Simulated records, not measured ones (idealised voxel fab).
Presented below is a process module, voxel capacitor over wiring.
Section cut is 235 nm wide and gridded with 5 nm square cells.
For the purposes of this document, a cross-section shall be understood as a grid of square cells, specified as bands listed in top-to-bottom order, each band consisting of one or more rows of cells. Read a band's entry like this: the first values are the height of its top and the height of its bottom in nm, and what follows is the sequence of materials from left to right, each with its width in nm. Note that "air" is empty space, and that a single material marked "everywhere" reaches across the band from edge to edge. The level at which height equals 0 is the one under which the wafer, as it arrives, is entirely one material. No lower edge exists for the bottom band, which continues downward and is notated as in "from 0 down". The expression "30->40" gives the width at the extremes of the band, the first number at its top row of cells and the second at its bottom row, with the width changing by equal amounts from each row to the next in between. It should be understood that the words "nothing was modified", when stated for a given step, signify that the cross-section underwent no change in any of its cells during that step. "Enclosed internal cavities" means: voids of 8 cells or more that are shut off from the top with no open way through. Written width x height at distance, distance from the left edge, in nm. If you see something after the settings on a step's line, that's the simulator's own remark about that step. On any step carrying a mask, the "overlay nm" setting, if present on the step's line, tells how far right of its planned place the mask lay; negative values point to the left.
[Listed below are the process steps as planned]
1 RECEIVE with material Si
2 CONFORMAL_DEP with material SiO2, thk nm 15
3 CONFORMAL_DEP with material SiCN, thk nm 5
4 DIRECTIONAL_DEP with material SiO2, thk nm 25
5 MASKED_ETCH with tone open, mask id METAL_1, width nm 30, pitch nm 85, etch materials SiO2, depth nm 25, overlay nm 0
6 MASKED_ETCH with tone open, mask id METAL_1, width nm 30, pitch nm 85, etch materials SiCN, depth nm 5, overlay nm 0
7 CONFORMAL_DEP with material TiN, thk nm 5
8 FILL_DEP with material Cu, thk nm 5
9 CMP with height nm 45
10 CONFORMAL_DEP with material SiCN, thk nm 5
11 DIRECTIONAL_DEP with material SiO2, thk nm 20
12 DIRECTIONAL_DEP with material aC, thk nm 15
13 PATTERN with tone open, mask id PLUG_1, material resist, width nm 15, thk nm 30, overlay nm 0
14 DIRECTIONAL_ETCH with etch materials aC, depth nm 15
15 STRIP with etch materials resist
16 DIRECTIONAL_ETCH with etch materials SiO2, depth nm 20
17 DIRECTIONAL_ETCH with etch materials SiCN, depth nm 5
18 STRIP with etch materials aC
19 CONFORMAL_DEP with material TiN, thk nm 5
20 FILL_DEP with material Cu, thk nm 10
21 CMP with height nm 70
22 DIRECTIONAL_DEP with material TiN, thk nm 10
23 DIRECTIONAL_DEP with material HfO2, thk nm 5
24 DIRECTIONAL_DEP with material TiN, thk nm 10
25 PATTERN with tone cover, mask id UPPER_PLATE, material resist, width nm 60, thk nm 15, overlay nm 0
26 DIRECTIONAL_ETCH with etch materials TiN, depth nm 10
27 DIRECTIONAL_ETCH with etch materials HfO2, depth nm 5
28 STRIP with etch materials resist
29 MASKED_ETCH with tone cover, mask id LOWER_PLATE, width nm 70, etch materials TiN, depth nm 10, overlay nm 0
30 FILL_DEP with material SiO2, thk nm 15
31 CMP with height nm 105
32 DIRECTIONAL_DEP with material aC, thk nm 15
33 PATTERN with tone open, mask id PLUG_2, material resist, width nm 15, thk nm 30, overlay nm 0
34 DIRECTIONAL_ETCH with etch materials aC, depth nm 15
35 STRIP with etch materials resist
36 DIRECTIONAL_ETCH with etch materials SiO2, depth nm 10
37 STRIP with etch materials aC
38 CONFORMAL_DEP with material TiN, thk nm 5
39 FILL_DEP with material Ru, thk nm 10
40 CMP with height nm 105
41 CONFORMAL_DEP with material SiN, thk nm 5
[Concerning the first of two wafers, which was run in accordance with the plan]
[As-received state of the wafer in cross-section, equivalent to post-step 1]
    from 0 down  Si everywhere
    Enclosed internal cavities: none
[Cross-section of the wafer subsequent to step 2]
    from 15 to 0  SiO2 everywhere
    Heights below 0 show no change.
[Cross-section of the wafer subsequent to step 3]
    from 20 to 15  SiCN everywhere
    Heights below 15 show no change.
[Cross-section of the wafer subsequent to step 4]
    from 45 to 20  SiO2 everywhere
    Heights below 20 show no change.
[Cross-section of the wafer subsequent to step 5]
    from 45 to 20  SiO2: 60, air: 30, SiO2: 55, air: 30, SiO2: 60
    Heights below 20 show no change.
[Cross-section of the wafer subsequent to step 6]
    from 45 to 20  SiO2: 60, air: 30, SiO2: 55, air: 30, SiO2: 60
    from 20 to 15  SiCN: 60, air: 30, SiCN: 55, air: 30, SiCN: 60
    Heights below 15 show no change.
[Cross-section of the wafer subsequent to step 7]
    from 50 to 45  TiN: 65, air: 20, TiN: 65, air: 20, TiN: 65
    from 45 to 20  SiO2: 60, TiN: 5, air: 20, TiN: 5, SiO2: 55, TiN: 5, air: 20, TiN: 5, SiO2: 60
    from 20 to 15  SiCN: 60, TiN: 30, SiCN: 55, TiN: 30, SiCN: 60
    Heights below 15 show no change.
[Cross-section of the wafer subsequent to step 8]
    from 55 to 50  Cu everywhere
    from 50 to 45  TiN: 65, Cu: 20, TiN: 65, Cu: 20, TiN: 65
    from 45 to 20  SiO2: 60, TiN: 5, Cu: 20, TiN: 5, SiO2: 55, TiN: 5, Cu: 20, TiN: 5, SiO2: 60
    Heights below 20 show no change.
[Cross-section of the wafer subsequent to step 9]
    from 45 to 20  SiO2: 60, TiN: 5, Cu: 20, TiN: 5, SiO2: 55, TiN: 5, Cu: 20, TiN: 5, SiO2: 60
    Heights below 20 show no change.
[Cross-section of the wafer subsequent to step 10]
    from 50 to 45  SiCN everywhere
    Heights below 45 show no change.
[Cross-section of the wafer subsequent to step 11]
    from 70 to 50  SiO2 everywhere
    Heights below 50 show no change.
[Cross-section of the wafer subsequent to step 12]
    from 85 to 70  aC everywhere
    Heights below 70 show no change.
[Cross-section of the wafer subsequent to step 13]
    from 115 to 85  resist: 75, air: 15, resist: 145
    Heights below 85 show no change.
[Cross-section of the wafer subsequent to step 14]
    from 100 to 85  resist: 75, air: 15, resist: 145
    from 85 to 70  aC: 75, air: 15, aC: 145
    Heights below 70 show no change.
[Cross-section of the wafer subsequent to step 15]
    from 85 to 70  aC: 75, air: 15, aC: 145
    Heights below 70 show no change.
[Cross-section of the wafer subsequent to step 16]
    from 85 to 70  aC: 75, air: 15, aC: 145
    from 70 to 50  SiO2: 75, air: 15, SiO2: 145
    Heights below 50 show no change.
[Cross-section of the wafer subsequent to step 17]
    from 85 to 70  aC: 75, air: 15, aC: 145
    from 70 to 50  SiO2: 75, air: 15, SiO2: 145
    from 50 to 45  SiCN: 75, air: 15, SiCN: 145
    Heights below 45 show no change.
[Cross-section of the wafer subsequent to step 18]
    from 70 to 50  SiO2: 75, air: 15, SiO2: 145
    Heights below 50 show no change.
[Cross-section of the wafer subsequent to step 19]
    from 75 to 70  TiN: 80, air: 5, TiN: 150
    from 70 to 50  SiO2: 75, TiN: 5, air: 5, TiN: 5, SiO2: 145
    from 50 to 45  SiCN: 75, TiN: 15, SiCN: 145
    Heights below 45 show no change.
[Cross-section of the wafer subsequent to step 20]
    from 85 to 75  Cu everywhere
    from 75 to 70  TiN: 80, Cu: 5, TiN: 150
    from 70 to 50  SiO2: 75, TiN: 5, Cu: 5, TiN: 5, SiO2: 145
    Heights below 50 show no change.
[Cross-section of the wafer subsequent to step 21]
    from 70 to 50  SiO2: 75, TiN: 5, Cu: 5, TiN: 5, SiO2: 145
    Heights below 50 show no change.
[Cross-section of the wafer subsequent to step 22]
    from 80 to 70  TiN everywhere
    Heights below 70 show no change.
[Cross-section of the wafer subsequent to step 23]
    from 85 to 80  HfO2 everywhere
    Heights below 80 show no change.
[Cross-section of the wafer subsequent to step 24]
    from 95 to 85  TiN everywhere
    Heights below 85 show no change.
[Cross-section of the wafer subsequent to step 25]
    from 110 to 95  air: 75, resist: 60, air: 100
    Heights below 95 show no change.
[Cross-section of the wafer subsequent to step 26]
    from 110 to 95  air: 75, resist: 60, air: 100
    from 95 to 85  air: 75, TiN: 60, air: 100
    Heights below 85 show no change.
[Cross-section of the wafer subsequent to step 27]
    from 110 to 95  air: 75, resist: 60, air: 100
    from 95 to 85  air: 75, TiN: 60, air: 100
    from 85 to 80  air: 75, HfO2: 60, air: 100
    Heights below 80 show no change.
[Cross-section of the wafer subsequent to step 28]
    from 95 to 85  air: 75, TiN: 60, air: 100
    Heights below 85 show no change.
[Cross-section of the wafer subsequent to step 29]
    from 95 to 85  air: 75, TiN: 60, air: 100
    from 85 to 80  air: 75, HfO2: 60, air: 100
    from 80 to 70  air: 70, TiN: 70, air: 95
    Heights below 70 show no change.
[Cross-section of the wafer subsequent to step 30]
    from 110 to 95  SiO2 everywhere
    from 95 to 85  SiO2: 75, TiN: 60, SiO2: 100
    from 85 to 80  SiO2: 75, HfO2: 60, SiO2: 100
    from 80 to 70  SiO2: 70, TiN: 70, SiO2: 95
    Heights below 70 show no change.
[Cross-section of the wafer subsequent to step 31]
    from 105 to 95  SiO2 everywhere
    Heights below 95 show no change.
[Cross-section of the wafer subsequent to step 32]
    from 120 to 105  aC everywhere
    Heights below 105 show no change.
[Cross-section of the wafer subsequent to step 33]
    from 150 to 120  resist: 85, air: 15, resist: 135
    Heights below 120 show no change.
[Cross-section of the wafer subsequent to step 34]
    from 135 to 120  resist: 85, air: 15, resist: 135
    from 120 to 105  aC: 85, air: 15, aC: 135
    Heights below 105 show no change.
[Cross-section of the wafer subsequent to step 35]
    from 120 to 105  aC: 85, air: 15, aC: 135
    Heights below 105 show no change.
[Cross-section of the wafer subsequent to step 36]
    from 120 to 105  aC: 85, air: 15, aC: 135
    from 105 to 95  SiO2: 85, air: 15, SiO2: 135
    Heights below 95 show no change.
[Cross-section of the wafer subsequent to step 37]
    from 105 to 95  SiO2: 85, air: 15, SiO2: 135
    Heights below 95 show no change.
[Cross-section of the wafer subsequent to step 38]
    from 110 to 105  TiN: 90, air: 5, TiN: 140
    from 105 to 100  SiO2: 85, TiN: 5, air: 5, TiN: 5, SiO2: 135
    from 100 to 95  SiO2: 85, TiN: 15, SiO2: 135
    Heights below 95 show no change.
[Cross-section of the wafer subsequent to step 39]
    from 120 to 110  Ru everywhere
    from 110 to 105  TiN: 90, Ru: 5, TiN: 140
    from 105 to 100  SiO2: 85, TiN: 5, Ru: 5, TiN: 5, SiO2: 135
    Heights below 100 show no change.
[Cross-section of the wafer subsequent to step 40]
    from 105 to 100  SiO2: 85, TiN: 5, Ru: 5, TiN: 5, SiO2: 135
    Heights below 100 show no change.
[Cross-section of the wafer subsequent to step 41]
    from 110 to 105  SiN everywhere
    Heights below 105 show no change.
[It is to be noted that the second wafer proceeded from the same initial state and according to the same plan as the first, although one mistake was committed in its execution; through step 22, inclusive, the two wafers share an identical history]
Cross-section of the second wafer at the time step 23 of the plan should have ended: nothing was modified
[Cross-section of the second wafer at the time step 24 of the plan should have ended]
    from 90 to 70  TiN everywhere
    Heights below 70 show no change.
[Cross-section of the second wafer at the time step 25 of the plan should have ended]
    from 105 to 90  air: 75, resist: 60, air: 100
    Heights below 90 show no change.
[Cross-section of the second wafer at the time step 26 of the plan should have ended]
    from 105 to 90  air: 75, resist: 60, air: 100
    from 90 to 80  air: 75, TiN: 60, air: 100
    Heights below 80 show no change.
Cross-section of the second wafer at the time step 27 of the plan should have ended: nothing was modified
[Cross-section of the second wafer at the time step 28 of the plan should have ended]
    from 90 to 80  air: 75, TiN: 60, air: 100
    Heights below 80 show no change.
[Cross-section of the second wafer at the time step 29 of the plan should have ended]
    from 90 to 80  air: 75, TiN: 60, air: 100
    from 80 to 70  air: 70, TiN: 70, air: 95
    Heights below 70 show no change.
[Cross-section of the second wafer at the time step 30 of the plan should have ended]
    from 105 to 90  SiO2 everywhere
    from 90 to 80  SiO2: 75, TiN: 60, SiO2: 100
    from 80 to 70  SiO2: 70, TiN: 70, SiO2: 95
    Heights below 70 show no change.
Cross-section of the second wafer at the time step 31 of the plan should have ended: nothing was modified
[Cross-section of the second wafer at the time step 32 of the plan should have ended]
    from 120 to 105  aC everywhere
    Heights below 105 show no change.
[Cross-section of the second wafer at the time step 33 of the plan should have ended]
    from 150 to 120  resist: 85, air: 15, resist: 135
    Heights below 120 show no change.
[Cross-section of the second wafer at the time step 34 of the plan should have ended]
    from 135 to 120  resist: 85, air: 15, resist: 135
    from 120 to 105  aC: 85, air: 15, aC: 135
    Heights below 105 show no change.
[Cross-section of the second wafer at the time step 35 of the plan should have ended]
    from 120 to 105  aC: 85, air: 15, aC: 135
    Heights below 105 show no change.
[Cross-section of the second wafer at the time step 36 of the plan should have ended]
    from 120 to 105  aC: 85, air: 15, aC: 135
    from 105 to 95  SiO2: 85, air: 15, SiO2: 135
    Heights below 95 show no change.
[Cross-section of the second wafer at the time step 37 of the plan should have ended]
    from 105 to 95  SiO2: 85, air: 15, SiO2: 135
    Heights below 95 show no change.
[Cross-section of the second wafer at the time step 38 of the plan should have ended]
    from 110 to 105  TiN: 90, air: 5, TiN: 140
    from 105 to 100  SiO2: 85, TiN: 5, air: 5, TiN: 5, SiO2: 135
    from 100 to 95  SiO2: 85, TiN: 15, SiO2: 135
    Heights below 95 show no change.
[Cross-section of the second wafer at the time step 39 of the plan should have ended]
    from 120 to 110  Ru everywhere
    from 110 to 105  TiN: 90, Ru: 5, TiN: 140
    from 105 to 100  SiO2: 85, TiN: 5, Ru: 5, TiN: 5, SiO2: 135
    Heights below 100 show no change.
[Cross-section of the second wafer at the time step 40 of the plan should have ended]
    from 105 to 100  SiO2: 85, TiN: 5, Ru: 5, TiN: 5, SiO2: 135
    Heights below 100 show no change.
[Cross-section of the second wafer at the time step 41 of the plan should have ended]
    from 110 to 105  SiN everywhere
    Heights below 105 show no change.
Deviation from plan: it should be noted that step 23 of the plan was omitted and was not performed
Heads up, by the end the second wafer has more or fewer cells of some materials compared to the first: 12 fewer of HfO2, 12 more of SiO2
